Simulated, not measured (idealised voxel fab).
process module | voxel capacitor over wiring
cross-section cut | 145 nm wide | cells 5 nm
A cross-section is a grid of square cells, given in bands from the top down. A band is one or more rows of cells.
Each band's line starts with the height of the band's top and of its bottom, in nm. Then come its materials from left to right, each with its width in nm. One material with "throughout" fills the band from edge to edge. "air" is empty space.
Height 0 is the level under which the wafer as received is all one material. The lowest band goes on downwards, as in "0 down".
A width such as "30 to 40" changes by the same amount from each row of cells to the next, from the band's top row to its bottom row.
"no change" after a step means that no cell of the cross-section changed.
closed voids: empty space of 8 cells or more with no open way to the top, each as width x height at its distance from the left edge, in nm
after a step's settings: what the simulator itself notes on the step
overlay nm, on a step with a mask: how far to the right of its planned place the mask lay; to the left if negative
plan
1 op RECEIVE | material Si
2 op CONFORMAL_DEP | material SiO2 | thk nm 15
3 op DIRECTIONAL_DEP | material TiN | thk nm 5
4 op DIRECTIONAL_DEP | material Ru | thk nm 15
5 op PATTERN | tone cover | mask id METAL_1 | material resist | width nm 25 | pitch nm 75 | thk nm 20 | overlay nm 0
6 op DIRECTIONAL_ETCH | etch materials Ru | depth nm 15
7 op DIRECTIONAL_ETCH | etch materials TiN | depth nm 5
8 op STRIP | etch materials resist
9 op FILL_DEP | material SiO2 | thk nm 10
10 op CMP | height nm 35
11 op CONFORMAL_DEP | material SiCN | thk nm 5
12 op DIRECTIONAL_DEP | material SiO2 | thk nm 10
13 op DIRECTIONAL_DEP | material aC | thk nm 15
14 op PATTERN | tone open | mask id PLUG_1 | material resist | width nm 15 | thk nm 30 | overlay nm 0
15 op DIRECTIONAL_ETCH | etch materials aC | depth nm 15
16 op STRIP | etch materials resist
17 op DIRECTIONAL_ETCH | etch materials SiO2 | depth nm 10
18 op DIRECTIONAL_ETCH | etch materials SiCN | depth nm 5
19 op STRIP | etch materials aC
20 op CONFORMAL_DEP | material TiN | thk nm 5
21 op FILL_DEP | material W | thk nm 5
22 op CMP | height nm 50
23 op DIRECTIONAL_DEP | material TiN | thk nm 5
24 op DIRECTIONAL_DEP | material Al2O3 | thk nm 5
25 op DIRECTIONAL_DEP | material TiN | thk nm 10
26 op DIRECTIONAL_DEP | material aC | thk nm 10
27 op PATTERN | tone cover | mask id UPPER_PLATE | material resist | width nm 55 | thk nm 25 | overlay nm 0
28 op DIRECTIONAL_ETCH | etch materials aC | depth nm 10
29 op STRIP | etch materials resist
30 op DIRECTIONAL_ETCH | etch materials TiN | depth nm 10
31 op DIRECTIONAL_ETCH | etch materials Al2O3 | depth nm 5
32 op STRIP | etch materials aC
33 op PATTERN | tone cover | mask id LOWER_PLATE | material resist | width nm 65 | thk nm 15 | overlay nm 0
34 op DIRECTIONAL_ETCH | etch materials TiN | depth nm 5
35 op STRIP | etch materials resist
36 op FILL_DEP | material SiO2 | thk nm 20
37 op CMP | height nm 85
38 op PATTERN | tone open | mask id PLUG_2 | material resist | width nm 15 | thk nm 20 | overlay nm 0
39 op DIRECTIONAL_ETCH | etch materials SiO2 | depth nm 15
40 op STRIP | etch materials resist
41 op CONFORMAL_DEP | material TiN | thk nm 5
42 op FILL_DEP | material Ru | thk nm 5
43 op CMP | height nm 85
44 op CONFORMAL_DEP | material SiN | thk nm 5
first wafer, as planned
as received, after step 1
  0 down: Si throughout
  closed voids: none
after step 2
  15 to 0: SiO2 throughout
  below 0: unchanged
after step 3
  20 to 15: TiN throughout
  below 15: unchanged
after step 4
  35 to 20: Ru throughout
  below 20: unchanged
after step 5
  55 to 35: air 20 | resist 25 | air 50 | resist 25 | air 25
  below 35: unchanged
after step 6
  55 to 35: air 20 | resist 25 | air 50 | resist 25 | air 25
  35 to 20: air 20 | Ru 25 | air 50 | Ru 25 | air 25
  below 20: unchanged
after step 7
  55 to 35: air 20 | resist 25 | air 50 | resist 25 | air 25
  35 to 20: air 20 | Ru 25 | air 50 | Ru 25 | air 25
  20 to 15: air 20 | TiN 25 | air 50 | TiN 25 | air 25
  below 15: unchanged
after step 8
  35 to 20: air 20 | Ru 25 | air 50 | Ru 25 | air 25
  below 20: unchanged
after step 9
  45 to 35: SiO2 throughout
  35 to 20: SiO2 20 | Ru 25 | SiO2 50 | Ru 25 | SiO2 25
  20 to 15: SiO2 20 | TiN 25 | SiO2 50 | TiN 25 | SiO2 25
  below 15: unchanged
after step 10
  35 to 20: SiO2 20 | Ru 25 | SiO2 50 | Ru 25 | SiO2 25
  below 20: unchanged
after step 11
  40 to 35: SiCN throughout
  below 35: unchanged
after step 12
  50 to 40: SiO2 throughout
  below 40: unchanged
after step 13
  65 to 50: aC throughout
  below 50: unchanged
after step 14
  95 to 65: resist 30 | air 15 | resist 100
  below 65: unchanged
after step 15
  80 to 65: resist 30 | air 15 | resist 100
  65 to 50: aC 30 | air 15 | aC 100
  below 50: unchanged
after step 16
  65 to 50: aC 30 | air 15 | aC 100
  below 50: unchanged
after step 17
  65 to 50: aC 30 | air 15 | aC 100
  50 to 40: SiO2 30 | air 15 | SiO2 100
  below 40: unchanged
after step 18
  65 to 50: aC 30 | air 15 | aC 100
  50 to 40: SiO2 30 | air 15 | SiO2 100
  40 to 35: SiCN 30 | air 15 | SiCN 100
  below 35: unchanged
after step 19
  50 to 40: SiO2 30 | air 15 | SiO2 100
  below 40: unchanged
after step 20
  55 to 50: TiN 35 | air 5 | TiN 105
  50 to 40: SiO2 30 | TiN 5 | air 5 | TiN 5 | SiO2 100
  40 to 35: SiCN 30 | TiN 15 | SiCN 100
  below 35: unchanged
after step 21
  60 to 55: W throughout
  55 to 50: TiN 35 | W 5 | TiN 105
  50 to 40: SiO2 30 | TiN 5 | W 5 | TiN 5 | SiO2 100
  below 40: unchanged
after step 22
  50 to 40: SiO2 30 | TiN 5 | W 5 | TiN 5 | SiO2 100
  below 40: unchanged
after step 23
  55 to 50: TiN throughout
  below 50: unchanged
after step 24
  60 to 55: Al2O3 throughout
  below 55: unchanged
after step 25
  70 to 60: TiN throughout
  below 60: unchanged
after step 26
  80 to 70: aC throughout
  below 70: unchanged
after step 27
  105 to 80: air 30 | resist 55 | air 60
  below 80: unchanged
after step 28
  95 to 80: air 30 | resist 55 | air 60
  80 to 70: air 30 | aC 55 | air 60
  below 70: unchanged
after step 29
  80 to 70: air 30 | aC 55 | air 60
  below 70: unchanged
after step 30
  80 to 70: air 30 | aC 55 | air 60
  70 to 60: air 30 | TiN 55 | air 60
  below 60: unchanged
after step 31
  80 to 70: air 30 | aC 55 | air 60
  70 to 60: air 30 | TiN 55 | air 60
  60 to 55: air 30 | Al2O3 55 | air 60
  below 55: unchanged
after step 32
  70 to 60: air 30 | TiN 55 | air 60
  below 60: unchanged
after step 33
  85 to 70: air 25 | resist 65 | air 55
  70 to 60: air 25 | resist 5 | TiN 55 | resist 5 | air 55
  60 to 55: air 25 | resist 5 | Al2O3 55 | resist 5 | air 55
  below 55: unchanged
after step 34
  85 to 70: air 25 | resist 65 | air 55
  70 to 60: air 25 | resist 5 | TiN 55 | resist 5 | air 55
  60 to 55: air 25 | resist 5 | Al2O3 55 | resist 5 | air 55
  55 to 50: air 25 | TiN 65 | air 55
  below 50: unchanged
after step 35
  70 to 60: air 30 | TiN 55 | air 60
  60 to 55: air 30 | Al2O3 55 | air 60
  below 55: unchanged
after step 36
  90 to 70: SiO2 throughout
  70 to 60: SiO2 30 | TiN 55 | SiO2 60
  60 to 55: SiO2 30 | Al2O3 55 | SiO2 60
  55 to 50: SiO2 25 | TiN 65 | SiO2 55
  below 50: unchanged
after step 37
  85 to 70: SiO2 throughout
  below 70: unchanged
after step 38
  105 to 85: resist 40 | air 15 | resist 90
  below 85: unchanged
after step 39
  105 to 85: resist 40 | air 15 | resist 90
  85 to 70: SiO2 40 | air 15 | SiO2 90
  below 70: unchanged
after step 40
  85 to 70: SiO2 40 | air 15 | SiO2 90
  below 70: unchanged
after step 41
  90 to 85: TiN 45 | air 5 | TiN 95
  85 to 75: SiO2 40 | TiN 5 | air 5 | TiN 5 | SiO2 90
  75 to 70: SiO2 40 | TiN 15 | SiO2 90
  below 70: unchanged
after step 42
  95 to 90: Ru throughout
  90 to 85: TiN 45 | Ru 5 | TiN 95
  85 to 75: SiO2 40 | TiN 5 | Ru 5 | TiN 5 | SiO2 90
  below 75: unchanged
after step 43
  85 to 75: SiO2 40 | TiN 5 | Ru 5 | TiN 5 | SiO2 90
  below 75: unchanged
after step 44
  90 to 85: SiN throughout
  below 85: unchanged
second wafer: like start, like plan, one mistake. Through step 37 it matches the first wafer
when step 38 should have ended
  105 to 85: resist 35 | air 15 | resist 95
  below 85: unchanged
when step 39 should have ended
  105 to 85: resist 35 | air 15 | resist 95
  85 to 70: SiO2 35 | air 15 | SiO2 95
  below 70: unchanged
when step 40 should have ended
  85 to 70: SiO2 35 | air 15 | SiO2 95
  below 70: unchanged
when step 41 should have ended
  90 to 85: TiN 40 | air 5 | TiN 100
  85 to 75: SiO2 35 | TiN 5 | air 5 | TiN 5 | SiO2 95
  75 to 70: SiO2 35 | TiN 15 | SiO2 95
  below 70: unchanged
when step 42 should have ended
  95 to 90: Ru throughout
  90 to 85: TiN 40 | Ru 5 | TiN 100
  85 to 75: SiO2 35 | TiN 5 | Ru 5 | TiN 5 | SiO2 95
  below 75: unchanged
when step 43 should have ended
  85 to 75: SiO2 35 | TiN 5 | Ru 5 | TiN 5 | SiO2 95
  below 75: unchanged
when step 44 should have ended
  90 to 85: SiN throughout
  below 85: unchanged
what went wrong: step 38 ran as: op PATTERN | tone open | mask id PLUG_2 | material resist | width nm 15 | thk nm 20 | overlay nm -5
at the end the second wafer has, in cells: as many of each material as the first, in other places
